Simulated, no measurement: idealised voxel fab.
process module | voxel capacitor over wiring
cross-section cut | 155 nm wide | cells 5 nm
A cross-section is a grid of square cells, given in bands from the top down. A band is one or more rows of cells.
Each band's line starts with the height of the band's top and of its bottom, in nm. Then come its materials from left to right, each with its width in nm. One material with "throughout" fills the band from edge to edge. "air" is empty space.
Height 0 is the level under which the wafer as received is all one material. The lowest band goes on downwards, as in "0 down".
A width such as "30 to 40" changes by the same amount from each row of cells to the next, from the band's top row to its bottom row.
"no change" after a step means that no cell of the cross-section changed.
closed voids: empty space of 8 cells or more with no open way to the top, each as width x height at its distance from the left edge, in nm
after a step's settings: what the simulator itself notes on the step
overlay nm, on a step with a mask: how far to the right of its planned place the mask lay; to the left if negative
plan
1 op RECEIVE | material Si
2 op CONFORMAL_DEP | material SiO2 | thk nm 10
3 op CONFORMAL_DEP | material SiCN | thk nm 5
4 op DIRECTIONAL_DEP | material SiO2 | thk nm 20
5 op DIRECTIONAL_DEP | material aC | thk nm 15
6 op PATTERN | tone open | mask id METAL_1 | material resist | width nm 30 | pitch nm 90 | thk nm 35 | overlay nm 0
7 op DIRECTIONAL_ETCH | etch materials aC | depth nm 15
8 op STRIP | etch materials resist
9 op DIRECTIONAL_ETCH | etch materials SiO2 | depth nm 20
10 op DIRECTIONAL_ETCH | etch materials SiCN | depth nm 5
11 op STRIP | etch materials aC
12 op CONFORMAL_DEP | material TiN | thk nm 5
13 op FILL_DEP | material Ru | thk nm 10
14 op CMP | height nm 35
15 op CONFORMAL_DEP | material SiCN | thk nm 5
16 op DIRECTIONAL_DEP | material SiO2 | thk nm 20
17 op PATTERN | tone open | mask id PLUG_1 | material resist | width nm 15 | thk nm 20 | overlay nm 0
18 op DIRECTIONAL_ETCH | etch materials SiO2 | depth nm 20
19 op DIRECTIONAL_ETCH | etch materials SiCN | depth nm 5
20 op STRIP | etch materials resist
21 op EPI | material Ru | thk nm 10
22 op EPI | material Ru | thk nm 10
23 op EPI | material Ru | thk nm 5
24 op DIRECTIONAL_DEP | material TiN | thk nm 10
25 op DIRECTIONAL_DEP | material Al2O3 | thk nm 5
26 op DIRECTIONAL_DEP | material TiN | thk nm 10
27 op DIRECTIONAL_DEP | material aC | thk nm 15
28 op PATTERN | tone cover | mask id UPPER_PLATE | material resist | width nm 65 | thk nm 30 | overlay nm 0
29 op DIRECTIONAL_ETCH | etch materials aC | depth nm 15
30 op STRIP | etch materials resist
31 op DIRECTIONAL_ETCH | etch materials TiN | depth nm 10
32 op DIRECTIONAL_ETCH | etch materials Al2O3 | depth nm 5
33 op STRIP | etch materials aC
34 op DIRECTIONAL_DEP | material aC | thk nm 10
35 op PATTERN | tone cover | mask id LOWER_PLATE | material resist | width nm 65 | thk nm 30 | overlay nm 0
36 op DIRECTIONAL_ETCH | etch materials aC | depth nm 10
37 op STRIP | etch materials resist
38 op DIRECTIONAL_ETCH | etch materials TiN | depth nm 10
39 op STRIP | etch materials aC
40 op FILL_DEP | material SiO2 | thk nm 15
41 op CMP | height nm 95
42 op DIRECTIONAL_DEP | material aC | thk nm 15
43 op PATTERN | tone open | mask id PLUG_2 | material resist | width nm 15 | thk nm 35 | overlay nm 0
44 op DIRECTIONAL_ETCH | etch materials aC | depth nm 15
45 op STRIP | etch materials resist
46 op DIRECTIONAL_ETCH | etch materials SiO2 | depth nm 10
47 op STRIP | etch materials aC
48 op CONFORMAL_DEP | material TiN | thk nm 5
49 op FILL_DEP | material Ru | thk nm 10
50 op CMP | height nm 95
51 op CONFORMAL_DEP | material SiN | thk nm 5
varied across the wafers: width nm of step 35. The plan shows the first wafer's value. All wafers start alike
first wafer as received, after step 1
  0 down: Si throughout
  closed voids: none
each wafer at the end: cells of each material gained (+) or lost (-) since it was received, then its closed voids
width nm 65 | +13 Al2O3 | +48 Ru | +47 SiCN | +31 SiN | +396 SiO2 | +85 TiN | closed voids: none
width nm 70 | +13 Al2O3 | +48 Ru | +47 SiCN | +31 SiN | +394 SiO2 | +87 TiN | closed voids: none
width nm 75 | +13 Al2O3 | +48 Ru | +47 SiCN | +31 SiN | +392 SiO2 | +89 TiN | closed voids: none
width nm 80 | +13 Al2O3 | +48 Ru | +47 SiCN | +31 SiN | +390 SiO2 | +91 TiN | closed voids: none
width nm 85 | +13 Al2O3 | +48 Ru | +47 SiCN | +31 SiN | +388 SiO2 | +93 TiN | closed voids: none
width nm 90 | +13 Al2O3 | +48 Ru | +47 SiCN | +31 SiN | +386 SiO2 | +95 TiN | closed voids: none
